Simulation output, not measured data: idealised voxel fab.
process module | voxel transistor to metal
cross-section cut | 165 nm wide | cells 5 nm
A cross-section is a grid of square cells, given in bands from the top down. A band is one or more rows of cells.
Each band's line starts with the height of the band's top and of its bottom, in nm. Then come its materials from left to right, each with its width in nm. One material with "throughout" fills the band from edge to edge. "air" is empty space.
Height 0 is the level under which the wafer as received is all one material. The lowest band goes on downwards, as in "0 down".
A width such as "30 to 40" changes by the same amount from each row of cells to the next, from the band's top row to its bottom row.
"no change" after a step means that no cell of the cross-section changed.
closed voids: empty space of 8 cells or more with no open way to the top, each as width x height at its distance from the left edge, in nm
after a step's settings: what the simulator itself notes on the step
overlay nm, on a step with a mask: how far to the right of its planned place the mask lay; to the left if negative
plan
1 op RECEIVE | material Si
2 op OXIDIZE | depth nm 5
3 op CONFORMAL_DEP | material SiN | thk nm 10
4 op MASKED_ETCH | tone cover | mask id ACTIVE | width nm 105 | etch materials SiN | depth nm 10 | overlay nm 0
5 op MASKED_ETCH | tone cover | mask id ACTIVE | width nm 105 | etch materials SiO2 | depth nm 5 | overlay nm 0
6 op MASKED_ETCH | tone cover | mask id ACTIVE | width nm 105 | etch materials Si | depth nm 35 | overlay nm 0
7 op FILL_DEP | material SiO2 | thk nm 10
8 op CMP | height nm 10
9 op SELECTIVE_ETCH | etch materials SiO2 | depth nm 5
10 op STRIP | etch materials SiN
11 op SELECTIVE_ETCH | etch materials SiO2 | depth nm 5
12 op OXIDIZE | depth nm 5
13 op DIRECTIONAL_DEP | material polySi | thk nm 20
14 op DIRECTIONAL_DEP | material SiCN | thk nm 10
15 op PATTERN | tone cover | mask id GATE | material resist | width nm 25 | thk nm 20 | overlay nm 0
16 op DIRECTIONAL_ETCH | etch materials SiCN | depth nm 20
17 op DIRECTIONAL_ETCH | etch materials polySi | depth nm 30
18 op STRIP | etch materials resist
19 op CONFORMAL_DEP | material SiN | thk nm 10
20 op DIRECTIONAL_ETCH | etch materials SiN | depth nm 10
21 op DIRECTIONAL_ETCH | etch materials SiO2 | depth nm 5
22 op DIRECTIONAL_ETCH | etch materials Si | depth nm 5
23 op EPI | material nSi | thk nm 10
24 op FILL_DEP | material SiO2 | thk nm 5
25 op CMP | height nm 25
26 op DIRECTIONAL_DEP | material SiO2 | thk nm 15
27 op MASKED_ETCH | tone open | mask id CONTACT | width nm 30 | pitch nm 65 | etch materials SiO2 | depth nm 45 | overlay nm 0
28 op CONFORMAL_DEP | material TiN | thk nm 5
29 op FILL_DEP | material Ru | thk nm 5
30 op CMP | height nm 40
31 op DIRECTIONAL_DEP | material TiN | thk nm 5
32 op DIRECTIONAL_DEP | material W | thk nm 15
33 op DIRECTIONAL_DEP | material aC | thk nm 15
34 op PATTERN | tone cover | mask id METAL_1 | material resist | width nm 20 | pitch nm 75 | thk nm 30 | overlay nm 0
35 op DIRECTIONAL_ETCH | etch materials aC | depth nm 15
36 op STRIP | etch materials resist
37 op DIRECTIONAL_ETCH | etch materials W | depth nm 15
38 op DIRECTIONAL_ETCH | etch materials TiN | depth nm 5
39 op STRIP | etch materials aC
40 op FILL_DEP | material lowk | thk nm 5
41 op CMP | height nm 60
42 op CONFORMAL_DEP | material SiCN | thk nm 5
43 op DIRECTIONAL_DEP | material SiO2 | thk nm 30
44 op MASKED_ETCH | tone open | mask id METAL_2 | width nm 20 | pitch nm 75 | etch materials SiO2 | depth nm 15 | overlay nm 0
45 op MASKED_ETCH | tone open | mask id METAL_2_HOLES | width nm 15 | pitch nm 75 | etch materials SiO2 | depth nm 15 | overlay nm 0
46 op MASKED_ETCH | tone open | mask id METAL_2_HOLES | width nm 15 | pitch nm 75 | etch materials SiCN | depth nm 5 | overlay nm 0
47 op CONFORMAL_DEP | material TiN | thk nm 5
48 op FILL_DEP | material Cu | thk nm 5
49 op CMP | height nm 95
50 op CONFORMAL_DEP | material SiN | thk nm 5
first wafer, as planned
as received, after step 1
  0 down: Si throughout
  closed voids: none
after step 2
  0 to -5: SiO2 throughout
  below -5: unchanged
after step 3
  10 to 0: SiN throughout
  below 0: unchanged
after step 4
  10 to 0: air 30 | SiN 105 | air 30
  below 0: unchanged
after step 5
  10 to 0: air 30 | SiN 105 | air 30
  0 to -5: air 30 | SiO2 105 | air 30
  below -5: unchanged
after step 6
  10 to 0: air 30 | SiN 105 | air 30
  0 to -5: air 30 | SiO2 105 | air 30
  -5 to -40: air 30 | Si 105 | air 30
  below -40: unchanged
after step 7
  20 to 10: SiO2 throughout
  10 to 0: SiO2 30 | SiN 105 | SiO2 30
  0 to -5: SiO2 throughout
  -5 to -40: SiO2 30 | Si 105 | SiO2 30
  below -40: unchanged
after step 8
  10 to 0: SiO2 30 | SiN 105 | SiO2 30
  below 0: unchanged
after step 9
  10 to 5: air 30 | SiN 105 | air 30
  below 5: unchanged
after step 10
  5 to 0: SiO2 30 | air 105 | SiO2 30
  below 0: unchanged
after step 11
  0 to -5: SiO2 25 | air 115 | SiO2 25
  below -5: unchanged
after step 12
  0 to -5: SiO2 25 | air 115 | SiO2 25
  -5 to -10: SiO2 throughout
  below -10: unchanged
after step 13
  20 to 15: polySi 25 | air 115 | polySi 25
  15 to 0: polySi throughout
  0 to -5: SiO2 25 | polySi 115 | SiO2 25
  below -5: unchanged
after step 14
  30 to 25: SiCN 25 | air 115 | SiCN 25
  25 to 20: SiCN throughout
  20 to 15: polySi 25 | SiCN 115 | polySi 25
  below 15: unchanged
after step 15
  50 to 30: air 70 | resist 25 | air 70
  30 to 25: SiCN 25 | air 45 | resist 25 | air 45 | SiCN 25
  below 25: unchanged
after step 16
  50 to 25: air 70 | resist 25 | air 70
  25 to 20: air 70 | SiCN 25 | air 70
  20 to 15: polySi 25 | air 45 | SiCN 25 | air 45 | polySi 25
  below 15: unchanged
after step 17
  50 to 25: air 70 | resist 25 | air 70
  25 to 15: air 70 | SiCN 25 | air 70
  15 to 0: air 70 | polySi 25 | air 70
  0 to -5: SiO2 25 | air 45 | polySi 25 | air 45 | SiO2 25
  below -5: unchanged
after step 18
  25 to 15: air 70 | SiCN 25 | air 70
  below 15: unchanged
after step 19
  35 to 25: air 60 | SiN 45 | air 60
  25 to 15: air 60 | SiN 10 | SiCN 25 | SiN 10 | air 60
  15 to 10: air 60 | SiN 10 | polySi 25 | SiN 10 | air 60
  10 to 5: SiN 35 | air 25 | SiN 10 | polySi 25 | SiN 10 | air 25 | SiN 35
  5 to 0: SiN 70 | polySi 25 | SiN 70
  0 to -5: SiO2 25 | SiN 45 | polySi 25 | SiN 45 | SiO2 25
  below -5: unchanged
after step 20
  25 to 15: air 60 | SiN 10 | SiCN 25 | SiN 10 | air 60
  15 to 0: air 60 | SiN 10 | polySi 25 | SiN 10 | air 60
  0 to -5: SiO2 25 | SiN 10 | air 25 | SiN 10 | polySi 25 | SiN 10 | air 25 | SiN 10 | SiO2 25
  below -5: unchanged
after step 21
  25 to 15: air 60 | SiN 10 | SiCN 25 | SiN 10 | air 60
  15 to 0: air 60 | SiN 10 | polySi 25 | SiN 10 | air 60
  0 to -5: air 25 | SiN 10 | air 25 | SiN 10 | polySi 25 | SiN 10 | air 25 | SiN 10 | air 25
  -5 to -10: SiO2 35 | air 25 | SiO2 45 | air 25 | SiO2 35
  below -10: unchanged
after step 22
  25 to 15: air 60 | SiN 10 | SiCN 25 | SiN 10 | air 60
  15 to 0: air 60 | SiN 10 | polySi 25 | SiN 10 | air 60
  0 to -5: air 25 | SiN 10 | air 25 | SiN 10 | polySi 25 | SiN 10 | air 25 | SiN 10 | air 25
  -5 to -10: SiO2 35 | air 25 | SiO2 45 | air 25 | SiO2 35
  -10 to -15: SiO2 30 | Si 5 | air 25 | Si 45 | air 25 | Si 5 | SiO2 30
  below -15: unchanged
after step 23
  25 to 15: air 60 | SiN 10 | SiCN 25 | SiN 10 | air 60
  15 to 0: air 60 | SiN 10 | polySi 25 | SiN 10 | air 60
  0 to -5: air 25 | SiN 10 | nSi 10 | air 5 | nSi 10 | SiN 10 | polySi 25 | SiN 10 | nSi 10 | air 5 | nSi 10 | SiN 10 | air 25
  -5 to -10: SiO2 35 | nSi 25 | SiO2 45 | nSi 25 | SiO2 35
  -10 to -15: SiO2 30 | Si 5 | nSi 25 | Si 45 | nSi 25 | Si 5 | SiO2 30
  below -15: unchanged
after step 24
  30 to 25: SiO2 throughout
  25 to 15: SiO2 60 | SiN 10 | SiCN 25 | SiN 10 | SiO2 60
  15 to 0: SiO2 60 | SiN 10 | polySi 25 | SiN 10 | SiO2 60
  0 to -5: SiO2 25 | SiN 10 | nSi 10 | SiO2 5 | nSi 10 | SiN 10 | polySi 25 | SiN 10 | nSi 10 | SiO2 5 | nSi 10 | SiN 10 | SiO2 25
  below -5: unchanged
after step 25
  25 to 15: SiO2 60 | SiN 10 | SiCN 25 | SiN 10 | SiO2 60
  below 15: unchanged
after step 26
  40 to 25: SiO2 throughout
  below 25: unchanged
after step 27
  40 to 25: SiO2 35 | air 30 | SiO2 35 | air 30 | SiO2 35
  25 to 15: SiO2 35 | air 25 | SiN 10 | SiCN 25 | SiN 10 | air 25 | SiO2 35
  15 to 0: SiO2 35 | air 25 | SiN 10 | polySi 25 | SiN 10 | air 25 | SiO2 35
  0 to -5: SiO2 25 | SiN 10 | nSi 10 | air 5 | nSi 10 | SiN 10 | polySi 25 | SiN 10 | nSi 10 | air 5 | nSi 10 | SiN 10 | SiO2 25
  below -5: unchanged
after step 28
  45 to 40: TiN 40 | air 20 | TiN 45 | air 20 | TiN 40
  40 to 30: SiO2 35 | TiN 5 | air 20 | TiN 5 | SiO2 35 | TiN 5 | air 20 | TiN 5 | SiO2 35
  30 to 25: SiO2 35 | TiN 5 | air 15 | TiN 10 | SiO2 35 | TiN 10 | air 15 | TiN 5 | SiO2 35
  25 to 15: SiO2 35 | TiN 5 | air 15 | TiN 5 | SiN 10 | SiCN 25 | SiN 10 | TiN 5 | air 15 | TiN 5 | SiO2 35
  15 to 5: SiO2 35 | TiN 5 | air 15 | TiN 5 | SiN 10 | polySi 25 | SiN 10 | TiN 5 | air 15 | TiN 5 | SiO2 35
  5 to 0: SiO2 35 | TiN 25 | SiN 10 | polySi 25 | SiN 10 | TiN 25 | SiO2 35
  0 to -5: SiO2 25 | SiN 10 | nSi 10 | TiN 5 | nSi 10 | SiN 10 | polySi 25 | SiN 10 | nSi 10 | TiN 5 | nSi 10 | SiN 10 | SiO2 25
  below -5: unchanged
after step 29
  50 to 45: Ru throughout
  45 to 40: TiN 40 | Ru 20 | TiN 45 | Ru 20 | TiN 40
  40 to 30: SiO2 35 | TiN 5 | Ru 20 | TiN 5 | SiO2 35 | TiN 5 | Ru 20 | TiN 5 | SiO2 35
  30 to 25: SiO2 35 | TiN 5 | Ru 15 | TiN 10 | SiO2 35 | TiN 10 | Ru 15 | TiN 5 | SiO2 35
  25 to 15: SiO2 35 | TiN 5 | Ru 15 | TiN 5 | SiN 10 | SiCN 25 | SiN 10 | TiN 5 | Ru 15 | TiN 5 | SiO2 35
  15 to 5: SiO2 35 | TiN 5 | Ru 15 | TiN 5 | SiN 10 | polySi 25 | SiN 10 | TiN 5 | Ru 15 | TiN 5 | SiO2 35
  below 5: unchanged
after step 30
  40 to 30: SiO2 35 | TiN 5 | Ru 20 | TiN 5 | SiO2 35 | TiN 5 | Ru 20 | TiN 5 | SiO2 35
  below 30: unchanged
after step 31
  45 to 40: TiN throughout
  below 40: unchanged
after step 32
  60 to 45: W throughout
  below 45: unchanged
after step 33
  75 to 60: aC throughout
  below 60: unchanged
after step 34
  105 to 75: air 35 | resist 20 | air 55 | resist 20 | air 35
  below 75: unchanged
after step 35
  90 to 75: air 35 | resist 20 | air 55 | resist 20 | air 35
  75 to 60: air 35 | aC 20 | air 55 | aC 20 | air 35
  below 60: unchanged
after step 36
  75 to 60: air 35 | aC 20 | air 55 | aC 20 | air 35
  below 60: unchanged
after step 37
  75 to 60: air 35 | aC 20 | air 55 | aC 20 | air 35
  60 to 45: air 35 | W 20 | air 55 | W 20 | air 35
  below 45: unchanged
after step 38
  75 to 60: air 35 | aC 20 | air 55 | aC 20 | air 35
  60 to 45: air 35 | W 20 | air 55 | W 20 | air 35
  45 to 40: air 35 | TiN 20 | air 55 | TiN 20 | air 35
  below 40: unchanged
after step 39
  60 to 45: air 35 | W 20 | air 55 | W 20 | air 35
  below 45: unchanged
after step 40
  65 to 60: lowk throughout
  60 to 45: lowk 35 | W 20 | lowk 55 | W 20 | lowk 35
  45 to 40: lowk 35 | TiN 20 | lowk 55 | TiN 20 | lowk 35
  below 40: unchanged
after step 41
  60 to 45: lowk 35 | W 20 | lowk 55 | W 20 | lowk 35
  below 45: unchanged
after step 42
  65 to 60: SiCN throughout
  below 60: unchanged
after step 43
  95 to 65: SiO2 throughout
  below 65: unchanged
after step 44
  95 to 80: SiO2 35 | air 20 | SiO2 55 | air 20 | SiO2 35
  below 80: unchanged
after step 45
  95 to 80: SiO2 35 | air 20 | SiO2 55 | air 20 | SiO2 35
  80 to 65: SiO2 35 | air 15 | SiO2 60 | air 15 | SiO2 40
  below 65: unchanged
after step 46
  95 to 80: SiO2 35 | air 20 | SiO2 55 | air 20 | SiO2 35
  80 to 65: SiO2 35 | air 15 | SiO2 60 | air 15 | SiO2 40
  65 to 60: SiCN 35 | air 15 | SiCN 60 | air 15 | SiCN 40
  below 60: unchanged
after step 47
  100 to 95: TiN 40 | air 10 | TiN 65 | air 10 | TiN 40
  95 to 85: SiO2 35 | TiN 5 | air 10 | TiN 5 | SiO2 55 | TiN 5 | air 10 | TiN 5 | SiO2 35
  85 to 80: SiO2 35 | TiN 5 | air 5 | TiN 10 | SiO2 55 | TiN 5 | air 5 | TiN 10 | SiO2 35
  80 to 65: SiO2 35 | TiN 5 | air 5 | TiN 5 | SiO2 60 | TiN 5 | air 5 | TiN 5 | SiO2 40
  65 to 60: SiCN 35 | TiN 15 | SiCN 60 | TiN 15 | SiCN 40
  below 60: unchanged
after step 48
  105 to 100: Cu throughout
  100 to 95: TiN 40 | Cu 10 | TiN 65 | Cu 10 | TiN 40
  95 to 85: SiO2 35 | TiN 5 | Cu 10 | TiN 5 | SiO2 55 | TiN 5 | Cu 10 | TiN 5 | SiO2 35
  85 to 80: SiO2 35 | TiN 5 | Cu 5 | TiN 10 | SiO2 55 | TiN 5 | Cu 5 | TiN 10 | SiO2 35
  80 to 65: SiO2 35 | TiN 5 | Cu 5 | TiN 5 | SiO2 60 | TiN 5 | Cu 5 | TiN 5 | SiO2 40
  below 65: unchanged
after step 49
  95 to 85: SiO2 35 | TiN 5 | Cu 10 | TiN 5 | SiO2 55 | TiN 5 | Cu 10 | TiN 5 | SiO2 35
  below 85: unchanged
after step 50
  100 to 95: SiN throughout
  below 95: unchanged
second wafer: like start, like plan, one mistake. Through step 41 it matches the first wafer
when step 42 should have ended
  90 to 60: SiO2 throughout
  below 60: unchanged
when step 43 should have ended
  95 to 90: SiCN throughout
  below 90: unchanged
when step 44 should have ended: no change
when step 45 should have ended: no change
when step 46 should have ended
  95 to 90: SiCN 35 | air 15 | SiCN 60 | air 15 | SiCN 40
  below 90: unchanged
when step 47 should have ended
  100 to 95: TiN 40 | air 5 | TiN 70 | air 5 | TiN 45
  95 to 90: SiCN 35 | TiN 15 | SiCN 60 | TiN 15 | SiCN 40
  below 90: unchanged
when step 48 should have ended
  105 to 100: Cu throughout
  100 to 95: TiN 40 | Cu 5 | TiN 70 | Cu 5 | TiN 45
  below 95: unchanged
when step 49 should have ended
  95 to 90: SiCN 35 | TiN 15 | SiCN 60 | TiN 15 | SiCN 40
  below 90: unchanged
when step 50 should have ended
  100 to 95: SiN throughout
  below 95: unchanged
what went wrong: steps 42 and 43 were swapped
at the end the second wafer has, in cells: 16 fewer of Cu | 42 more of SiO2 | 26 fewer of TiN
